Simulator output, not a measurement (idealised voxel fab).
Module name: voxel transistor to metal (process module)
The cross-section shown here is cut; it is 195 nm wide and divided into square cells measuring 5 nm on a side.
Cross-section layout: square cells on a grid; listed as bands, top to bottom; a band spans one or more cell rows.
Look at the band entry: it leads with the top's height and the bottom's height in nm. Then it lists the materials left to right, with a width in nm for each. The word "everywhere" on a single material says that material fills the band edge to edge. The word "empty" is empty space.
Height reference: 0 = level under which incoming wafer is all one material. Lowest band: no bottom, runs on downward, e.g. "0 nm and below".
The two numbers in a width such as "30->40" mark its ends across the band: the first belongs to the top row of cells, the second to the bottom row, and from each row to the next the width moves by the same amount.
"left unchanged" for a step: no cell of the cross-section changed in that step.
Entry "Closed cavity list". Content: empty spaces with no open connection to the top, size 8 cells or greater. Each: width x height at distance. Distance: from left edge. Unit: nm.
On each step's line, the part that comes after the settings is the simulator's own comment on the step.
On any step carrying a mask, the "overlay nm" setting, if present on the step's line, tells how far right of its planned place the mask lay; negative values point to the left.
Pairs, read this way: before one process step on the one hand, after it on the other, the after cross-section ending at the lowest band that changed; the step between, settings included, beneath. Same starting wafer throughout, but possibly different runs of this module, so no pair continues from the pair above unless its entry headed "Geometry before processing" says so.

## Geometry before processing
  0 nm and below: Si everywhere
  Closed cavity list: none

## Cross-Section After Step
  5 nm to 0 nm: SiO2 everywhere
  Below 0, no change.
  Closed cavity list: none
Relating the two cross-sections above, the step in between is CONFORMAL_DEP,material SiO2,thk nm 5

Geometry before processing: as in the pair right above, post-step view.

## Cross-Section After Step
  15 nm to 5 nm: SiN everywhere
  Below 5, no change.
  Closed cavity list: none
Relating the two cross-sections above, the step in between is CONFORMAL_DEP,material SiN,thk nm 10

Geometry before processing: as in the pair right above, post-step view.

## Cross-Section After Step
  35 nm to 15 nm: empty 40 nm, then resist 110 nm, then empty 45 nm
  Below 15, no change.
  Closed cavity list: none
Relating the two cross-sections above, the step in between is PATTERN,tone cover,mask id ACTIVE,material resist,width nm 110,thk nm 20,overlay nm 0

Geometry before processing: as in the pair right above, post-step view.

## Cross-Section After Step
  35 nm to 15 nm: empty 40 nm, then resist 110 nm, then empty 45 nm
  15 nm to 5 nm: empty 40 nm, then SiN 110 nm, then empty 45 nm
  Below 5, no change.
  Closed cavity list: none
Relating the two cross-sections above, the step in between is DIRECTIONAL_ETCH,etch materials SiN,depth nm 10

Geometry before processing: as in the pair right above, post-step view.

## Cross-Section After Step
  35 nm to 15 nm: empty 40 nm, then resist 110 nm, then empty 45 nm
  15 nm to 5 nm: empty 40 nm, then SiN 110 nm, then empty 45 nm
  5 nm to 0 nm: empty 40 nm, then SiO2 110 nm, then empty 45 nm
  Below 0, no change.
  Closed cavity list: none
Relating the two cross-sections above, the step in between is DIRECTIONAL_ETCH,etch materials SiO2,depth nm 5

Geometry before processing: as in the pair right above, post-step view.

## Cross-Section After Step
  35 nm to 15 nm: empty 40 nm, then resist 110 nm, then empty 45 nm
  15 nm to 5 nm: empty 40 nm, then SiN 110 nm, then empty 45 nm
  5 nm to 0 nm: empty 40 nm, then SiO2 110 nm, then empty 45 nm
  0 nm to -20 nm: empty 40 nm, then Si 110 nm, then empty 45 nm
  Below -20, no change.
  Closed cavity list: none
Relating the two cross-sections above, the step in between is DIRECTIONAL_ETCH,etch materials Si,depth nm 20

Geometry before processing: as in the pair right above, post-step view.

## Cross-Section After Step
  15 nm to 5 nm: empty 40 nm, then SiN 110 nm, then empty 45 nm
  Below 5, no change.
  Closed cavity list: none
Relating the two cross-sections above, the step in between is STRIP,etch materials resist

Geometry before processing: as in the pair right above, post-step view.

## Cross-Section After Step
  20 nm to 15 nm: SiO2 everywhere
  15 nm to 5 nm: SiO2 40 nm, then SiN 110 nm, then SiO2 45 nm
  5 nm to 0 nm: SiO2 everywhere
  0 nm to -20 nm: SiO2 40 nm, then Si 110 nm, then SiO2 45 nm
  Below -20, no change.
  Closed cavity list: none
Relating the two cross-sections above, the step in between is FILL_DEP,material SiO2,thk nm 5

Geometry before processing: as in the pair right above, post-step view.

## Cross-Section After Step
  15 nm to 5 nm: SiO2 40 nm, then SiN 110 nm, then SiO2 45 nm
  Below 5, no change.
  Closed cavity list: none
Relating the two cross-sections above, the step in between is CMP,height nm 15

Geometry before processing: as in the pair right above, post-step view.

## Cross-Section After Step
  15 nm to 10 nm: empty 40 nm, then SiN 110 nm, then empty 45 nm
  Below 10, no change.
  Closed cavity list: none
Relating the two cross-sections above, the step in between is SELECTIVE_ETCH,etch materials SiO2,depth nm 5

Geometry before processing: as in the pair right above, post-step view.

## Cross-Section After Step
  10 nm to 5 nm: SiO2 40 nm, then empty 110 nm, then SiO2 45 nm
  Below 5, no change.
  Closed cavity list: none
Relating the two cross-sections above, the step in between is STRIP,etch materials SiN

Geometry before processing: as in the pair right above, post-step view.

## Cross-Section After Step
  5 nm to 0 nm: SiO2 35 nm, then empty 120 nm, then SiO2 40 nm
  Below 0, no change.
  Closed cavity list: none
Relating the two cross-sections above, the step in between is SELECTIVE_ETCH,etch materials SiO2,depth nm 5

Geometry before processing: as in the pair right above, post-step view.

## Cross-Section After Step
  5 nm to 0 nm: SiO2 35 nm, then empty 120 nm, then SiO2 40 nm
  0 nm to -5 nm: SiO2 everywhere
  Below -5, no change.
  Closed cavity list: none
Relating the two cross-sections above, the step in between is OXIDIZE,depth nm 5

Geometry before processing: as in the pair right above, post-step view.

## Cross-Section After Step
  25 nm to 20 nm: polySi 35 nm, then empty 120 nm, then polySi 40 nm
  20 nm to 5 nm: polySi everywhere
  5 nm to 0 nm: SiO2 35 nm, then polySi 120 nm, then SiO2 40 nm
  Below 0, no change.
  Closed cavity list: none
Relating the two cross-sections above, the step in between is DIRECTIONAL_DEP,material polySi,thk nm 20

Geometry before processing: as in the pair right above, post-step view.

## Cross-Section After Step
  40 nm to 35 nm: SiCN 35 nm, then empty 120 nm, then SiCN 40 nm
  35 nm to 25 nm: SiCN everywhere
  25 nm to 20 nm: polySi 35 nm, then SiCN 120 nm, then polySi 40 nm
  Below 20, no change.
  Closed cavity list: none
Relating the two cross-sections above, the step in between is DIRECTIONAL_DEP,material SiCN,thk nm 15

Geometry before processing: as in the pair right above, post-step view.

## Cross-Section After Step
  35 nm to 25 nm: empty 80 nm, then SiCN 30 nm, then empty 85 nm
  25 nm to 20 nm: polySi 35 nm, then empty 45 nm, then SiCN 30 nm, then empty 45 nm, then polySi 40 nm
  Below 20, no change.
  Closed cavity list: none
Relating the two cross-sections above, the step in between is MASKED_ETCH,tone cover,mask id GATE,width nm 30,etch materials SiCN,depth nm 25,overlay nm 0

Geometry before processing: as in the pair right above, post-step view.

## Cross-Section After Step
  35 nm to 20 nm: empty 80 nm, then SiCN 30 nm, then empty 85 nm
  20 nm to 5 nm: empty 80 nm, then polySi 30 nm, then empty 85 nm
  5 nm to 0 nm: SiO2 35 nm, then empty 45 nm, then polySi 30 nm, then empty 45 nm, then SiO2 40 nm
  Below 0, no change.
  Closed cavity list: none
Relating the two cross-sections above, the step in between is MASKED_ETCH,tone cover,mask id GATE,width nm 30,etch materials polySi,depth nm 30,overlay nm 0

Geometry before processing: as in the pair right above, post-step view.

## Cross-Section After Step
  40 nm to 35 nm: empty 75 nm, then SiN 40 nm, then empty 80 nm
  35 nm to 20 nm: empty 75 nm, then SiN 5 nm, then SiCN 30 nm, then SiN 5 nm, then empty 80 nm
  20 nm to 10 nm: empty 75 nm, then SiN 5 nm, then polySi 30 nm, then SiN 5 nm, then empty 80 nm
  10 nm to 5 nm: SiN 40 nm, then empty 35 nm, then SiN 5 nm, then polySi 30 nm, then SiN 5 nm, then empty 35 nm, then SiN 45 nm
  5 nm to 0 nm: SiO2 35 nm, then SiN 45 nm, then polySi 30 nm, then SiN 45 nm, then SiO2 40 nm
  Below 0, no change.
  Closed cavity list: none
Relating the two cross-sections above, the step in between is CONFORMAL_DEP,material SiN,thk nm 5

Geometry before processing: as in the pair right above, post-step view.

## Cross-Section After Step
  35 nm to 20 nm: empty 75 nm, then SiN 5 nm, then SiCN 30 nm, then SiN 5 nm, then empty 80 nm
  20 nm to 5 nm: empty 75 nm, then SiN 5 nm, then polySi 30 nm, then SiN 5 nm, then empty 80 nm
  5 nm to 0 nm: SiO2 35 nm, then SiN 5 nm, then empty 35 nm, then SiN 5 nm, then polySi 30 nm, then SiN 5 nm, then empty 35 nm, then SiN 5 nm, then SiO2 40 nm
  Below 0, no change.
  Closed cavity list: none
Relating the two cross-sections above, the step in between is DIRECTIONAL_ETCH,etch materials SiN,depth nm 5

Geometry before processing: as in the pair right above, post-step view.

## Cross-Section After Step
  35 nm to 20 nm: empty 75 nm, then SiN 5 nm, then SiCN 30 nm, then SiN 5 nm, then empty 80 nm
  20 nm to 5 nm: empty 75 nm, then SiN 5 nm, then polySi 30 nm, then SiN 5 nm, then empty 80 nm
  5 nm to 0 nm: empty 35 nm, then SiN 5 nm, then empty 35 nm, then SiN 5 nm, then polySi 30 nm, then SiN 5 nm, then empty 35 nm, then SiN 5 nm, then empty 40 nm
  0 nm to -5 nm: SiO2 40 nm, then empty 35 nm, then SiO2 40 nm, then empty 35 nm, then SiO2 45 nm
  Below -5, no change.
  Closed cavity list: none
Relating the two cross-sections above, the step in between is DIRECTIONAL_ETCH,etch materials SiO2,depth nm 5

Geometry before processing: as in the pair right above, post-step view.

## Cross-Section After Step
  35 nm to 20 nm: empty 75 nm, then SiN 5 nm, then SiCN 30 nm, then SiN 5 nm, then empty 80 nm
  20 nm to 5 nm: empty 75 nm, then SiN 5 nm, then polySi 30 nm, then SiN 5 nm, then empty 80 nm
  5 nm to 0 nm: empty 35 nm, then SiN 5 nm, then empty 35 nm, then SiN 5 nm, then polySi 30 nm, then SiN 5 nm, then empty 35 nm, then SiN 5 nm, then empty 40 nm
  0 nm to -5 nm: SiO2 40 nm, then nSi 35 nm, then SiO2 40 nm, then nSi 35 nm, then SiO2 45 nm
  Below -5, no change.
  Closed cavity list: none
Relating the two cross-sections above, the step in between is EPI,material nSi,thk nm 5

Geometry before processing: as in the pair right above, post-step view.

## Cross-Section After Step
  45 nm to 35 nm: SiO2 everywhere
  35 nm to 20 nm: SiO2 75 nm, then SiN 5 nm, then SiCN 30 nm, then SiN 5 nm, then SiO2 80 nm
  20 nm to 5 nm: SiO2 75 nm, then SiN 5 nm, then polySi 30 nm, then SiN 5 nm, then SiO2 80 nm
  5 nm to 0 nm: SiO2 35 nm, then SiN 5 nm, then SiO2 35 nm, then SiN 5 nm, then polySi 30 nm, then SiN 5 nm, then SiO2 35 nm, then SiN 5 nm, then SiO2 40 nm
  Below 0, no change.
  Closed cavity list: none
Relating the two cross-sections above, the step in between is FILL_DEP,material SiO2,thk nm 10

Geometry before processing: as in the pair right above, post-step view.

## Cross-Section After Step
  20 nm to 5 nm: SiO2 75 nm, then SiN 5 nm, then polySi 30 nm, then SiN 5 nm, then SiO2 80 nm
  Below 5, no change.
  Closed cavity list: none
Relating the two cross-sections above, the step in between is CMP,height nm 20

Geometry before processing: as in the pair right above, post-step view.

## Cross-Section After Step
  20 nm to 5 nm: SiO2 75 nm, then SiN 5 nm, then empty 30 nm, then SiN 5 nm, then SiO2 80 nm
  5 nm to 0 nm: SiO2 35 nm, then SiN 5 nm, then SiO2 35 nm, then SiN 5 nm, then empty 30 nm, then SiN 5 nm, then SiO2 35 nm, then SiN 5 nm, then SiO2 40 nm
  Below 0, no change.
  Closed cavity list: none
Relating the two cross-sections above, the step in between is STRIP,etch materials polySi

Geometry before processing: as in the pair right above, post-step view.

## Cross-Section After Step
  20 nm to 15 nm: empty 75 nm, then SiN 5 nm, then empty 30 nm, then SiN 5 nm, then empty 80 nm
  15 nm to 5 nm: SiO2 75 nm, then SiN 5 nm, then empty 30 nm, then SiN 5 nm, then SiO2 80 nm
  5 nm to 0 nm: SiO2 35 nm, then SiN 5 nm, then SiO2 35 nm, then SiN 5 nm, then empty 30 nm, then SiN 5 nm, then SiO2 35 nm, then SiN 5 nm, then SiO2 40 nm
  0 nm to -5 nm: SiO2 40 nm, then nSi 35 nm, then empty 40 nm, then nSi 35 nm, then SiO2 45 nm
  Below -5, no change.
  Closed cavity list: none
Relating the two cross-sections above, the step in between is SELECTIVE_ETCH,etch materials SiO2,depth nm 5

Geometry before processing: as in the pair right above, post-step view.

## Cross-Section After Step
  25 nm to 20 nm: empty 70 nm, then HfO2 15 nm, then empty 20 nm, then HfO2 15 nm, then empty 75 nm
  20 nm to 15 nm: HfO2 75 nm, then SiN 5 nm, then HfO2 5 nm, then empty 20 nm, then HfO2 5 nm, then SiN 5 nm, then HfO2 80 nm
  15 nm to 5 nm: SiO2 75 nm, then SiN 5 nm, then HfO2 5 nm, then empty 20 nm, then HfO2 5 nm, then SiN 5 nm, then SiO2 80 nm
  5 nm to 0 nm: SiO2 35 nm, then SiN 5 nm, then SiO2 35 nm, then SiN 5 nm, then HfO2 5 nm, then empty 20 nm, then HfO2 5 nm, then SiN 5 nm, then SiO2 35 nm, then SiN 5 nm, then SiO2 40 nm
  0 nm to -5 nm: SiO2 40 nm, then nSi 35 nm, then HfO2 40 nm, then nSi 35 nm, then SiO2 45 nm
  Below -5, no change.
  Closed cavity list: none
Relating the two cross-sections above, the step in between is CONFORMAL_DEP,material HfO2,thk nm 5

Geometry before processing: as in the pair right above, post-step view.

## Cross-Section After Step
  30 nm to 25 nm: empty 65 nm, then TiN 25 nm, then empty 10 nm, then TiN 25 nm, then empty 70 nm
  25 nm to 20 nm: TiN 70 nm, then HfO2 15 nm, then TiN 5 nm, then empty 10 nm, then TiN 5 nm, then HfO2 15 nm, then TiN 75 nm
  20 nm to 15 nm: HfO2 75 nm, then SiN 5 nm, then HfO2 5 nm, then TiN 5 nm, then empty 10 nm, then TiN 5 nm, then HfO2 5 nm, then SiN 5 nm, then HfO2 80 nm
  15 nm to 5 nm: SiO2 75 nm, then SiN 5 nm, then HfO2 5 nm, then TiN 5 nm, then empty 10 nm, then TiN 5 nm, then HfO2 5 nm, then SiN 5 nm, then SiO2 80 nm
  5 nm to 0 nm: SiO2 35 nm, then SiN 5 nm, then SiO2 35 nm, then SiN 5 nm, then HfO2 5 nm, then TiN 20 nm, then HfO2 5 nm, then SiN 5 nm, then SiO2 35 nm, then SiN 5 nm, then SiO2 40 nm
  Below 0, no change.
  Closed cavity list: none
Relating the two cross-sections above, the step in between is CONFORMAL_DEP,material TiN,thk nm 5

Geometry before processing: as in the pair right above, post-step view.

## Cross-Section After Step
  35 nm to 30 nm: W everywhere
  30 nm to 25 nm: W 65 nm, then TiN 25 nm, then W 10 nm, then TiN 25 nm, then W 70 nm
  25 nm to 20 nm: TiN 70 nm, then HfO2 15 nm, then TiN 5 nm, then W 10 nm, then TiN 5 nm, then HfO2 15 nm, then TiN 75 nm
  20 nm to 15 nm: HfO2 75 nm, then SiN 5 nm, then HfO2 5 nm, then TiN 5 nm, then W 10 nm, then TiN 5 nm, then HfO2 5 nm, then SiN 5 nm, then HfO2 80 nm
  15 nm to 5 nm: SiO2 75 nm, then SiN 5 nm, then HfO2 5 nm, then TiN 5 nm, then W 10 nm, then TiN 5 nm, then HfO2 5 nm, then SiN 5 nm, then SiO2 80 nm
  Below 5, no change.
  Closed cavity list: none
Relating the two cross-sections above, the step in between is FILL_DEP,material W,thk nm 5

Geometry before processing: as in the pair right above, post-step view.

## Cross-Section After Step
  15 nm to 5 nm: SiO2 75 nm, then SiN 5 nm, then HfO2 5 nm, then TiN 5 nm, then W 10 nm, then TiN 5 nm, then HfO2 5 nm, then SiN 5 nm, then SiO2 80 nm
  Below 5, no change.
  Closed cavity list: none
Relating the two cross-sections above, the step in between is CMP,height nm 15

Geometry before processing: as in the pair right above, post-step view.

## Cross-Section After Step
  30 nm to 15 nm: SiO2 everywhere
  Below 15, no change.
  Closed cavity list: none
Relating the two cross-sections above, the step in between is DIRECTIONAL_DEP,material SiO2,thk nm 15

Geometry before processing: as in the pair right above, post-step view.

## Cross-Section After Step
  45 nm to 30 nm: aC everywhere
  Below 30, no change.
  Closed cavity list: none
Relating the two cross-sections above, the step in between is DIRECTIONAL_DEP,material aC,thk nm 15

Geometry before processing: as in the pair right above, post-step view.

## Cross-Section After Step
  80 nm to 45 nm: resist 50 nm, then empty 15 nm, then resist 60 nm, then empty 15 nm, then resist 55 nm
  Below 45, no change.
  Closed cavity list: none
Relating the two cross-sections above, the step in between is PATTERN,tone open,mask id CONTACT,material resist,width nm 15,pitch nm 75,thk nm 35,overlay nm 0

Geometry before processing: as in the pair right above, post-step view.

## Cross-Section After Step
  65 nm to 45 nm: resist 50 nm, then empty 15 nm, then resist 60 nm, then empty 15 nm, then resist 55 nm
  45 nm to 30 nm: aC 50 nm, then empty 15 nm, then aC 60 nm, then empty 15 nm, then aC 55 nm
  Below 30, no change.
  Closed cavity list: none
Relating the two cross-sections above, the step in between is DIRECTIONAL_ETCH,etch materials aC,depth nm 15

Geometry before processing: as in the pair right above, post-step view.

## Cross-Section After Step
  45 nm to 30 nm: aC 50 nm, then empty 15 nm, then aC 60 nm, then empty 15 nm, then aC 55 nm
  Below 30, no change.
  Closed cavity list: none
Relating the two cross-sections above, the step in between is STRIP,etch materials resist

Geometry before processing: as in the pair right above, post-step view.

## Cross-Section After Step
  45 nm to 30 nm: aC 50 nm, then empty 15 nm, then aC 60 nm, then empty 15 nm, then aC 55 nm
  30 nm to 15 nm: SiO2 50 nm, then empty 15 nm, then SiO2 60 nm, then empty 15 nm, then SiO2 55 nm
  15 nm to 5 nm: SiO2 50 nm, then empty 15 nm, then SiO2 10 nm, then SiN 5 nm, then HfO2 5 nm, then TiN 5 nm, then W 10 nm, then TiN 5 nm, then HfO2 5 nm, then SiN 5 nm, then SiO2 10 nm, then empty 15 nm, then SiO2 55 nm
  5 nm to 0 nm: SiO2 35 nm, then SiN 5 nm, then SiO2 10 nm, then empty 15 nm, then SiO2 10 nm, then SiN 5 nm, then HfO2 5 nm, then TiN 20 nm, then HfO2 5 nm, then SiN 5 nm, then SiO2 10 nm, then empty 15 nm, then SiO2 10 nm, then SiN 5 nm, then SiO2 40 nm
  Below 0, no change.
  Closed cavity list: none
Relating the two cross-sections above, the step in between is DIRECTIONAL_ETCH,etch materials SiO2,depth nm 30

Geometry before processing: as in the pair right above, post-step view.

## Cross-Section After Step
  30 nm to 15 nm: SiO2 50 nm, then empty 15 nm, then SiO2 60 nm, then empty 15 nm, then SiO2 55 nm
  Below 15, no change.
  Closed cavity list: none
Relating the two cross-sections above, the step in between is STRIP,etch materials aC

Geometry before processing: as in the pair right above, post-step view.

## Cross-Section After Step
  35 nm to 30 nm: TiN 55 nm, then empty 5 nm, then TiN 70 nm, then empty 5 nm, then TiN 60 nm
  30 nm to 15 nm: SiO2 50 nm, then TiN 5 nm, then empty 5 nm, then TiN 5 nm, then SiO2 60 nm, then TiN 5 nm, then empty 5 nm, then TiN 5 nm, then SiO2 55 nm
  15 nm to 5 nm: SiO2 50 nm, then TiN 5 nm, then empty 5 nm, then TiN 5 nm, then SiO2 10 nm, then SiN 5 nm, then HfO2 5 nm, then TiN 5 nm, then W 10 nm, then TiN 5 nm, then HfO2 5 nm, then SiN 5 nm, then SiO2 10 nm, then TiN 5 nm, then empty 5 nm, then TiN 5 nm, then SiO2 55 nm
  5 nm to 0 nm: SiO2 35 nm, then SiN 5 nm, then SiO2 10 nm, then TiN 15 nm, then SiO2 10 nm, then SiN 5 nm, then HfO2 5 nm, then TiN 20 nm, then HfO2 5 nm, then SiN 5 nm, then SiO2 10 nm, then TiN 15 nm, then SiO2 10 nm, then SiN 5 nm, then SiO2 40 nm
  Below 0, no change.
  Closed cavity list: none
Relating the two cross-sections above, the step in between is CONFORMAL_DEP,material TiN,thk nm 5

Geometry before processing: as in the pair right above, post-step view.

## Cross-Section After Step
  45 nm to 35 nm: Ru everywhere
  35 nm to 30 nm: TiN 55 nm, then Ru 5 nm, then TiN 70 nm, then Ru 5 nm, then TiN 60 nm
  30 nm to 15 nm: SiO2 50 nm, then TiN 5 nm, then Ru 5 nm, then TiN 5 nm, then SiO2 60 nm, then TiN 5 nm, then Ru 5 nm, then TiN 5 nm, then SiO2 55 nm
  15 nm to 5 nm: SiO2 50 nm, then TiN 5 nm, then Ru 5 nm, then TiN 5 nm, then SiO2 10 nm, then SiN 5 nm, then HfO2 5 nm, then TiN 5 nm, then W 10 nm, then TiN 5 nm, then HfO2 5 nm, then SiN 5 nm, then SiO2 10 nm, then TiN 5 nm, then Ru 5 nm, then TiN 5 nm, then SiO2 55 nm
  Below 5, no change.
  Closed cavity list: none
Relating the two cross-sections above, the step in between is FILL_DEP,material Ru,thk nm 10

Geometry before processing: as in the pair right above, post-step view.

## Cross-Section After Step
  30 nm to 15 nm: SiO2 50 nm, then TiN 5 nm, then Ru 5 nm, then TiN 5 nm, then SiO2 60 nm, then TiN 5 nm, then Ru 5 nm, then TiN 5 nm, then SiO2 55 nm
  Below 15, no change.
  Closed cavity list: none
Relating the two cross-sections above, the step in between is CMP,height nm 30

Geometry before processing: as in the pair right above, post-step view.

## Cross-Section After Step
  35 nm to 30 nm: TiN everywhere
  Below 30, no change.
  Closed cavity list: none
Relating the two cross-sections above, the step in between is DIRECTIONAL_DEP,material TiN,thk nm 5

Geometry before processing: as in the pair right above, post-step view.

## Cross-Section After Step
  55 nm to 35 nm: Ru everywhere
  Below 35, no change.
  Closed cavity list: none
Relating the two cross-sections above, the step in between is DIRECTIONAL_DEP,material Ru,thk nm 20

Geometry before processing: as in the pair right above, post-step view.

## Cross-Section After Step
  55 nm to 35 nm: empty 50 nm, then Ru 15 nm, then empty 60 nm, then Ru 15 nm, then empty 55 nm
  Below 35, no change.
  Closed cavity list: none
Relating the two cross-sections above, the step in between is MASKED_ETCH,tone cover,mask id METAL_1,width nm 15,pitch nm 75,etch materials Ru,depth nm 20,overlay nm 0

Geometry before processing: as in the pair right above, post-step view.

## Cross-Section After Step
  55 nm to 35 nm: empty 50 nm, then Ru 15 nm, then empty 60 nm, then Ru 15 nm, then empty 55 nm
  35 nm to 30 nm: empty 50 nm, then TiN 15 nm, then empty 60 nm, then TiN 15 nm, then empty 55 nm
  Below 30, no change.
  Closed cavity list: none
Relating the two cross-sections above, the step in between is MASKED_ETCH,tone cover,mask id METAL_1,width nm 15,pitch nm 75,etch materials TiN,depth nm 5,overlay nm 0

Geometry before processing: as in the pair right above, post-step view.

## Cross-Section After Step
  60 nm to 55 nm: lowk everywhere
  55 nm to 35 nm: lowk 50 nm, then Ru 15 nm, then lowk 60 nm, then Ru 15 nm, then lowk 55 nm
  35 nm to 30 nm: lowk 50 nm, then TiN 15 nm, then lowk 60 nm, then TiN 15 nm, then lowk 55 nm
  Below 30, no change.
  Closed cavity list: none
Relating the two cross-sections above, the step in between is FILL_DEP,material lowk,thk nm 5

Geometry before processing: as in the pair right above, post-step view.

## Cross-Section After Step
  55 nm to 35 nm: lowk 50 nm, then Ru 15 nm, then lowk 60 nm, then Ru 15 nm, then lowk 55 nm
  Below 35, no change.
  Closed cavity list: none
Relating the two cross-sections above, the step in between is CMP,height nm 55

Geometry before processing: as in the pair right above, post-step view.

## Cross-Section After Step
  60 nm to 55 nm: SiCN everywhere
  Below 55, no change.
  Closed cavity list: none
Relating the two cross-sections above, the step in between is CONFORMAL_DEP,material SiCN,thk nm 5

Geometry before processing: as in the pair right above, post-step view.

## Cross-Section After Step
  95 nm to 60 nm: lowk everywhere
  Below 60, no change.
  Closed cavity list: none
Relating the two cross-sections above, the step in between is DIRECTIONAL_DEP,material lowk,thk nm 35

Geometry before processing: as in the pair right above, post-step view.

## Cross-Section After Step
  110 nm to 95 nm: aC everywhere
  Below 95, no change.
  Closed cavity list: none
Relating the two cross-sections above, the step in between is DIRECTIONAL_DEP,material aC,thk nm 15

Geometry before processing: as in the pair right above, post-step view.

## Cross-Section After Step
  145 nm to 110 nm: resist 50 nm, then empty 15 nm, then resist 60 nm, then empty 15 nm, then resist 55 nm
  Below 110, no change.
  Closed cavity list: none
Relating the two cross-sections above, the step in between is PATTERN,tone open,mask id METAL_2,material resist,width nm 15,pitch nm 75,thk nm 35,overlay nm 0

Geometry before processing: as in the pair right above, post-step view.

## Cross-Section After Step
  130 nm to 110 nm: resist 50 nm, then empty 15 nm, then resist 60 nm, then empty 15 nm, then resist 55 nm
  110 nm to 95 nm: aC 50 nm, then empty 15 nm, then aC 60 nm, then empty 15 nm, then aC 55 nm
  Below 95, no change.
  Closed cavity list: none
Relating the two cross-sections above, the step in between is DIRECTIONAL_ETCH,etch materials aC,depth nm 15

Geometry before processing: as in the pair right above, post-step view.

## Cross-Section After Step
  110 nm to 95 nm: aC 50 nm, then empty 15 nm, then aC 60 nm, then empty 15 nm, then aC 55 nm
  Below 95, no change.
  Closed cavity list: none
Relating the two cross-sections above, the step in between is STRIP,etch materials resist

Geometry before processing: as in the pair right above, post-step view.

## Cross-Section After Step
  110 nm to 95 nm: aC 50 nm, then empty 15 nm, then aC 60 nm, then empty 15 nm, then aC 55 nm
  95 nm to 75 nm: lowk 50 nm, then empty 15 nm, then lowk 60 nm, then empty 15 nm, then lowk 55 nm
  Below 75, no change.
  Closed cavity list: none
Relating the two cross-sections above, the step in between is DIRECTIONAL_ETCH,etch materials lowk,depth nm 20

Geometry before processing: as in the pair right above, post-step view.

## Cross-Section After Step
  95 nm to 75 nm: lowk 50 nm, then empty 15 nm, then lowk 60 nm, then empty 15 nm, then lowk 55 nm
  Below 75, no change.
  Closed cavity list: none
Relating the two cross-sections above, the step in between is STRIP,etch materials aC

Geometry before processing: as in the pair right above, post-step view.

## Cross-Section After Step
  110 nm to 95 nm: aC 50 nm, then empty 15 nm, then aC 60 nm, then empty 15 nm, then aC 55 nm
  95 nm to 90 nm: lowk 50 nm, then empty 15 nm, then lowk 60 nm, then empty 15 nm, then lowk 55 nm
  90 nm to 75 nm: lowk 50 nm, then aC 15 nm, then lowk 60 nm, then aC 15 nm, then lowk 55 nm
  Below 75, no change.
  Closed cavity list: none
Relating the two cross-sections above, the step in between is DIRECTIONAL_DEP,material aC,thk nm 15

Geometry before processing: as in the pair right above, post-step view.

## Cross-Section After Step
  145 nm to 110 nm: resist 50 nm, then empty 15 nm, then resist 60 nm, then empty 15 nm, then resist 55 nm
  Below 110, no change.
  Closed cavity list: none
Relating the two cross-sections above, the step in between is PATTERN,tone open,mask id METAL_2_HOLES,material resist,width nm 15,pitch nm 75,thk nm 35,overlay nm 0

Geometry before processing: as in the pair right above, post-step view.

## Cross-Section After Step
  130 nm to 110 nm: resist 50 nm, then empty 15 nm, then resist 60 nm, then empty 15 nm, then resist 55 nm
  110 nm to 95 nm: aC 50 nm, then empty 15 nm, then aC 60 nm, then empty 15 nm, then aC 55 nm
  95 nm to 75 nm: lowk 50 nm, then empty 15 nm, then lowk 60 nm, then empty 15 nm, then lowk 55 nm
  Below 75, no change.
  Closed cavity list: none
Relating the two cross-sections above, the step in between is DIRECTIONAL_ETCH,etch materials aC,depth nm 15

Geometry before processing: as in the pair right above, post-step view.

## Cross-Section After Step
  110 nm to 95 nm: aC 50 nm, then empty 15 nm, then aC 60 nm, then empty 15 nm, then aC 55 nm
  Below 95, no change.
  Closed cavity list: none
Relating the two cross-sections above, the step in between is STRIP,etch materials resist

Geometry before processing: as in the pair right above, post-step view.

## Cross-Section After Step
  110 nm to 95 nm: aC 50 nm, then empty 15 nm, then aC 60 nm, then empty 15 nm, then aC 55 nm
  95 nm to 60 nm: lowk 50 nm, then empty 15 nm, then lowk 60 nm, then empty 15 nm, then lowk 55 nm
  Below 60, no change.
  Closed cavity list: none
Relating the two cross-sections above, the step in between is DIRECTIONAL_ETCH,etch materials lowk,depth nm 15

Geometry before processing: as in the pair right above, post-step view.

## Cross-Section After Step
  110 nm to 95 nm: aC 50 nm, then empty 15 nm, then aC 60 nm, then empty 15 nm, then aC 55 nm
  95 nm to 60 nm: lowk 50 nm, then empty 15 nm, then lowk 60 nm, then empty 15 nm, then lowk 55 nm
  60 nm to 55 nm: SiCN 50 nm, then empty 15 nm, then SiCN 60 nm, then empty 15 nm, then SiCN 55 nm
  Below 55, no change.
  Closed cavity list: none
Relating the two cross-sections above, the step in between is DIRECTIONAL_ETCH,etch materials SiCN,depth nm 5

Geometry before processing: as in the pair right above, post-step view.

## Cross-Section After Step
  95 nm to 60 nm: lowk 50 nm, then empty 15 nm, then lowk 60 nm, then empty 15 nm, then lowk 55 nm
  Below 60, no change.
  Closed cavity list: none
Relating the two cross-sections above, the step in between is STRIP,etch materials aC

Geometry before processing: as in the pair right above, post-step view.

## Cross-Section After Step
  100 nm to 95 nm: TiN 55 nm, then empty 5 nm, then TiN 70 nm, then empty 5 nm, then TiN 60 nm
  95 nm to 60 nm: lowk 50 nm, then TiN 5 nm, then empty 5 nm, then TiN 5 nm, then lowk 60 nm, then TiN 5 nm, then empty 5 nm, then TiN 5 nm, then lowk 55 nm
  60 nm to 55 nm: SiCN 50 nm, then TiN 15 nm, then SiCN 60 nm, then TiN 15 nm, then SiCN 55 nm
  Below 55, no change.
  Closed cavity list: none
Relating the two cross-sections above, the step in between is CONFORMAL_DEP,material TiN,thk nm 5

Geometry before processing: as in the pair right above, post-step view.

## Cross-Section After Step
  105 nm to 100 nm: Ru everywhere
  100 nm to 95 nm: TiN 55 nm, then Ru 5 nm, then TiN 70 nm, then Ru 5 nm, then TiN 60 nm
  95 nm to 60 nm: lowk 50 nm, then TiN 5 nm, then Ru 5 nm, then TiN 5 nm, then lowk 60 nm, then TiN 5 nm, then Ru 5 nm, then TiN 5 nm, then lowk 55 nm
  Below 60, no change.
  Closed cavity list: none
Relating the two cross-sections above, the step in between is FILL_DEP,material Ru,thk nm 5

Geometry before processing: as in the pair right above, post-step view.

## Cross-Section After Step
  95 nm to 60 nm: lowk 50 nm, then TiN 5 nm, then Ru 5 nm, then TiN 5 nm, then lowk 60 nm, then TiN 5 nm, then Ru 5 nm, then TiN 5 nm, then lowk 55 nm
  Below 60, no change.
  Closed cavity list: none
Relating the two cross-sections above, the step in between is CMP,height nm 95

Geometry before processing: as in the pair right above, post-step view.

## Cross-Section After Step
  100 nm to 95 nm: SiN everywhere
  Below 95, no change.
  Closed cavity list: none
Relating the two cross-sections above, the step in between is CONFORMAL_DEP,material SiN,thk nm 5
